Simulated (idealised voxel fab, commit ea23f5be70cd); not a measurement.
Process module under the name voxel wiring stack
The figure presents cross-section cut, which has a width of 280 nm and is divided into square cells with an edge length of 5 nm.
Each cross-section below is a grid of square cells, stated as bands in top-down order, with one or more rows of cells making up each band. Top, bottom (nm), then materials left to right with widths (nm); lone material tagged "edge to edge" fills the whole band edge to edge; "empty" = empty space. Zero point of the height axis is 0; under it, received wafer = one material. Lowest band: continues down indefinitely, "0..down". Note: "30 to 40" means the width goes from the first number (top row of the band) to the second number (bottom row) in equal steps per row of cells. The designation "all unchanged", where it is given for a processing step, indicates that no cell of the cross-section was altered in the course of that step. For the entry "Voids, enclosed", the listed items are empty spaces with no open way to the top whose size is 8 cells or more; each item follows the pattern width x height at distance, where distance is from the left edge and all three are in nm. The remark found on a step's line after its settings is issued by the simulator itself and pertains to that step. The optional step-line setting "overlay nm" applies to steps with a mask and quantifies how far to the right of its planned location the mask lay, a negative value indicating leftward placement.

**So here's the lineup of process steps we planned**
1: RECEIVE [material Si]
2: CONFORMAL_DEP [material SiO2] [thk nm 10]
3: DIRECTIONAL_DEP [material TiN] [thk nm 5]
4: DIRECTIONAL_DEP [material W] [thk nm 15]
5: MASKED_ETCH [tone cover] [mask id METAL_1] [width nm 25] [pitch nm 40] [etch materials W] [depth nm 15] [overlay nm 0]
6: MASKED_ETCH [tone cover] [mask id METAL_1] [width nm 25] [pitch nm 40] [etch materials TiN] [depth nm 5] [overlay nm 0]
7: CONFORMAL_DEP [material SiCN] [thk nm 5]
8: FILL_DEP [material SiO2] [thk nm 5]
9: CMP [height nm 30]
10: CONFORMAL_DEP [material SiCN] [thk nm 5]
11: DIRECTIONAL_DEP [material SiO2] [thk nm 20]
12: DIRECTIONAL_DEP [material aC] [thk nm 15]
13: PATTERN [tone open] [mask id PLUG_1] [material resist] [width nm 15] [pitch nm 40] [thk nm 35] [overlay nm 0]
14: DIRECTIONAL_ETCH [etch materials aC] [depth nm 15]
15: STRIP [etch materials resist]
16: DIRECTIONAL_ETCH [etch materials SiO2] [depth nm 20]
17: DIRECTIONAL_ETCH [etch materials SiCN] [depth nm 5]
18: STRIP [etch materials aC]
19: CONFORMAL_DEP [material TiN] [thk nm 5]
20: FILL_DEP [material Cu] [thk nm 5]
21: CMP [height nm 55]
22: DIRECTIONAL_DEP [material TiN] [thk nm 5]
23: DIRECTIONAL_DEP [material W] [thk nm 15]
24: DIRECTIONAL_DEP [material aC] [thk nm 15]
25: PATTERN [tone cover] [mask id METAL_2] [material resist] [width nm 25] [pitch nm 40] [thk nm 35] [overlay nm 0]
26: DIRECTIONAL_ETCH [etch materials aC] [depth nm 15]
27: STRIP [etch materials resist]
28: DIRECTIONAL_ETCH [etch materials W] [depth nm 15]
29: DIRECTIONAL_ETCH [etch materials TiN] [depth nm 5]
30: STRIP [etch materials aC]
31: CONFORMAL_DEP [material SiN] [thk nm 5]
32: FILL_DEP [material SiO2] [thk nm 5]
33: CMP [height nm 75]
34: CONFORMAL_DEP [material SiCN] [thk nm 5]
35: DIRECTIONAL_DEP [material lowk] [thk nm 30]
36: MASKED_ETCH [tone open] [mask id METAL_3] [width nm 25] [pitch nm 40] [etch materials lowk] [depth nm 20] [overlay nm 0]
37: DIRECTIONAL_DEP [material aC] [thk nm 15]
38: PATTERN [tone open] [mask id METAL_3_HOLES] [material resist] [width nm 15] [pitch nm 40] [thk nm 35] [overlay nm 0]
39: DIRECTIONAL_ETCH [etch materials aC] [depth nm 15]
40: STRIP [etch materials resist]
41: DIRECTIONAL_ETCH [etch materials lowk] [depth nm 10]
42: DIRECTIONAL_ETCH [etch materials SiCN] [depth nm 5]
43: STRIP [etch materials aC]
44: CONFORMAL_DEP [material TiN] [thk nm 5]
45: FILL_DEP [material Cu] [thk nm 10]
46: CMP [height nm 110]
47: CONFORMAL_DEP [material SiCN] [thk nm 5]
48: DIRECTIONAL_DEP [material SiO2] [thk nm 15]
49: DIRECTIONAL_DEP [material aC] [thk nm 15]
50: PATTERN [tone open] [mask id PLUG_3] [material resist] [width nm 15] [thk nm 30] [overlay nm 0]
51: DIRECTIONAL_ETCH [etch materials aC] [depth nm 15]
52: STRIP [etch materials resist]
53: DIRECTIONAL_ETCH [etch materials SiO2] [depth nm 15]
54: DIRECTIONAL_ETCH [etch materials SiCN] [depth nm 5]
55: STRIP [etch materials aC]
56: CONFORMAL_DEP [material TiN] [thk nm 5]
57: FILL_DEP [material Ru] [thk nm 5]
58: CMP [height nm 130]
59: DIRECTIONAL_DEP [material TiN] [thk nm 5]
60: DIRECTIONAL_DEP [material Ru] [thk nm 25]
61: DIRECTIONAL_DEP [material aC] [thk nm 10]
62: PATTERN [tone cover] [mask id METAL_4] [material resist] [width nm 25] [pitch nm 40] [thk nm 25] [overlay nm 0]
63: DIRECTIONAL_ETCH [etch materials aC] [depth nm 10]
64: STRIP [etch materials resist]
65: DIRECTIONAL_ETCH [etch materials Ru] [depth nm 25]
66: DIRECTIONAL_ETCH [etch materials TiN] [depth nm 5]
67: STRIP [etch materials aC]
68: CONFORMAL_DEP [material SiN] [thk nm 5]
69: FILL_DEP [material lowk] [thk nm 10]
70: CMP [height nm 160]
71: CONFORMAL_DEP [material SiCN] [thk nm 5]

**Cross-section of the wafer upon arrival, representing the state reached after step 1**
0..down = Si edge to edge
Voids, enclosed: none

**Here's the wafer cut in cross-section after the module, started and planned just like above, except one thing was done wrong in the run**
165..160 = SiCN edge to edge
160..135 = 100 of lowk | 5 of SiN | 25 of Ru | 5 of SiN | 5 of lowk | 5 of SiN | 25 of Ru | 5 of SiN | 105 of lowk
135..130 = 105 of SiN | 25 of TiN | 15 of SiN | 25 of TiN | 110 of SiN
130..115 = 105 of SiO2 | 5 of TiN | 5 of Ru | 5 of TiN | 160 of SiO2
115..110 = 105 of SiCN | 15 of TiN | 160 of SiCN
110..95 = 105 of lowk | 5 of TiN | 15 of Cu | 5 of TiN | 15 of lowk | 5 of TiN | 15 of Cu | 5 of TiN | 110 of lowk
95..90 = 105 of lowk | 5 of TiN | 5 of Cu | 15 of TiN | 15 of lowk | 5 of TiN | 5 of Cu | 15 of TiN | 110 of lowk
90..80 = 105 of lowk | 5 of TiN | 5 of Cu | 5 of TiN | 25 of lowk | 5 of TiN | 5 of Cu | 5 of TiN | 120 of lowk
80..75 = 105 of SiCN | 15 of TiN | 25 of SiCN | 15 of TiN | 120 of SiCN
75..60 = 100 of SiO2 | 5 of SiN | 25 of W | 5 of SiN | 5 of SiO2 | 5 of SiN | 25 of W | 5 of SiN | 105 of SiO2
60..55 = 105 of SiN | 25 of TiN | 15 of SiN | 25 of TiN | 110 of SiN
55..35 = 105 of SiO2 | 5 of TiN | 5 of Cu | 5 of TiN | 25 of SiO2 | 5 of TiN | 5 of Cu | 5 of TiN | 120 of SiO2
35..30 = 105 of SiCN | 15 of TiN | 25 of SiCN | 15 of TiN | 120 of SiCN
30..15 = 100 of SiO2 | 5 of Cu | 25 of W | 5 of Cu | 5 of SiO2 | 5 of Cu | 25 of W | 5 of Cu | 105 of SiO2
15..10 = 105 of Cu | 25 of TiN | 15 of Cu | 25 of TiN | 110 of Cu
10..0 = SiO2 edge to edge
0..down = Si edge to edge
Voids, enclosed: none
Which mistake was made when the wafer was run? step 7 off recipe, ran as CONFORMAL_DEP [material Cu] [thk nm 5]
